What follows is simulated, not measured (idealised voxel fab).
process module | voxel ribs on slabs
cross-section cut | 155 nm wide | cells 5 nm
A cross-section is a grid of square cells, given in bands from the top down. A band is one or more rows of cells.
Each band's line starts with the height of the band's top and of its bottom, in nm. Then come its materials from left to right, each with its width in nm. One material with "throughout" fills the band from edge to edge. "air" is empty space.
Height 0 is the level under which the wafer as received is all one material. The lowest band goes on downwards, as in "0 down".
A width such as "30 to 40" changes by the same amount from each row of cells to the next, from the band's top row to its bottom row.
"no change" after a step means that no cell of the cross-section changed.
closed voids: empty space of 8 cells or more with no open way to the top, each as width x height at its distance from the left edge, in nm
after a step's settings: what the simulator itself notes on the step
overlay nm, on a step with a mask: how far to the right of its planned place the mask lay; to the left if negative
plan
1 op RECEIVE | material Si
2 op DIRECTIONAL_DEP | material SiO2 | thk nm 25
3 op DIRECTIONAL_DEP | material SiN | thk nm 20
4 op DIRECTIONAL_DEP | material aC | thk nm 10
5 op PATTERN | tone cover | mask id RIB | material resist | width nm 30 | thk nm 25 | overlay nm 0
6 op DIRECTIONAL_ETCH | etch materials aC | depth nm 10
7 op STRIP | etch materials resist
8 op DIRECTIONAL_ETCH | etch materials SiN | depth nm 5
9 op STRIP | etch materials aC
10 op MASKED_ETCH | tone cover | mask id SLAB | width nm 90 | etch materials SiN | depth nm 15 | overlay nm 0
11 op FILL_DEP | material SiO2 | thk nm 25
12 op CMP | height nm 60
13 op DIRECTIONAL_DEP | material W | thk nm 5
14 op DIRECTIONAL_DEP | material aC | thk nm 15
15 op PATTERN | tone cover | mask id HEATER | material resist | width nm 40 | thk nm 30 | overlay nm 0
16 op DIRECTIONAL_ETCH | etch materials aC | depth nm 15
17 op STRIP | etch materials resist
18 op DIRECTIONAL_ETCH | etch materials W | depth nm 5
19 op STRIP | etch materials aC
20 op CONFORMAL_DEP | material SiO2 | thk nm 10
first wafer, as planned
as received, after step 1
  0 down: Si throughout
  closed voids: none
after step 2
  25 to 0: SiO2 throughout
  below 0: unchanged
after step 3
  45 to 25: SiN throughout
  below 25: unchanged
after step 4
  55 to 45: aC throughout
  below 45: unchanged
after step 5
  80 to 55: air 60 | resist 30 | air 65
  below 55: unchanged
after step 6
  70 to 55: air 60 | resist 30 | air 65
  55 to 45: air 60 | aC 30 | air 65
  below 45: unchanged
after step 7
  55 to 45: air 60 | aC 30 | air 65
  below 45: unchanged
after step 8
  55 to 45: air 60 | aC 30 | air 65
  45 to 40: air 60 | SiN 30 | air 65
  below 40: unchanged
after step 9
  45 to 40: air 60 | SiN 30 | air 65
  below 40: unchanged
after step 10
  45 to 40: air 60 | SiN 30 | air 65
  40 to 25: air 30 | SiN 90 | air 35
  below 25: unchanged
after step 11
  70 to 45: SiO2 throughout
  45 to 40: SiO2 60 | SiN 30 | SiO2 65
  40 to 25: SiO2 30 | SiN 90 | SiO2 35
  below 25: unchanged
after step 12
  60 to 45: SiO2 throughout
  below 45: unchanged
after step 13
  65 to 60: W throughout
  below 60: unchanged
after step 14
  80 to 65: aC throughout
  below 65: unchanged
after step 15
  110 to 80: air 55 | resist 40 | air 60
  below 80: unchanged
after step 16
  95 to 80: air 55 | resist 40 | air 60
  80 to 65: air 55 | aC 40 | air 60
  below 65: unchanged
after step 17
  80 to 65: air 55 | aC 40 | air 60
  below 65: unchanged
after step 18
  80 to 65: air 55 | aC 40 | air 60
  65 to 60: air 55 | W 40 | air 60
  below 60: unchanged
after step 19
  65 to 60: air 55 | W 40 | air 60
  below 60: unchanged
after step 20
  75 to 70: air 45 | SiO2 60 | air 50
  70 to 65: SiO2 throughout
  65 to 60: SiO2 55 | W 40 | SiO2 60
  below 60: unchanged
second wafer: like start, like plan, one mistake. Through step 14 it matches the first wafer
when step 15 should have ended
  110 to 80: air 60 | resist 35 | air 60
  below 80: unchanged
when step 16 should have ended
  95 to 80: air 60 | resist 35 | air 60
  80 to 65: air 60 | aC 35 | air 60
  below 65: unchanged
when step 17 should have ended
  80 to 65: air 60 | aC 35 | air 60
  below 65: unchanged
when step 18 should have ended
  80 to 65: air 60 | aC 35 | air 60
  65 to 60: air 60 | W 35 | air 60
  below 60: unchanged
when step 19 should have ended
  65 to 60: air 60 | W 35 | air 60
  below 60: unchanged
when step 20 should have ended
  75 to 70: air 50 | SiO2 55 | air 50
  70 to 65: SiO2 throughout
  65 to 60: SiO2 60 | W 35 | SiO2 60
  below 60: unchanged
what went wrong: step 15 ran as: op PATTERN | tone cover | mask id HEATER | material resist | width nm 35 | thk nm 30 | overlay nm 0
at the end the second wafer has, in cells: 1 fewer of W
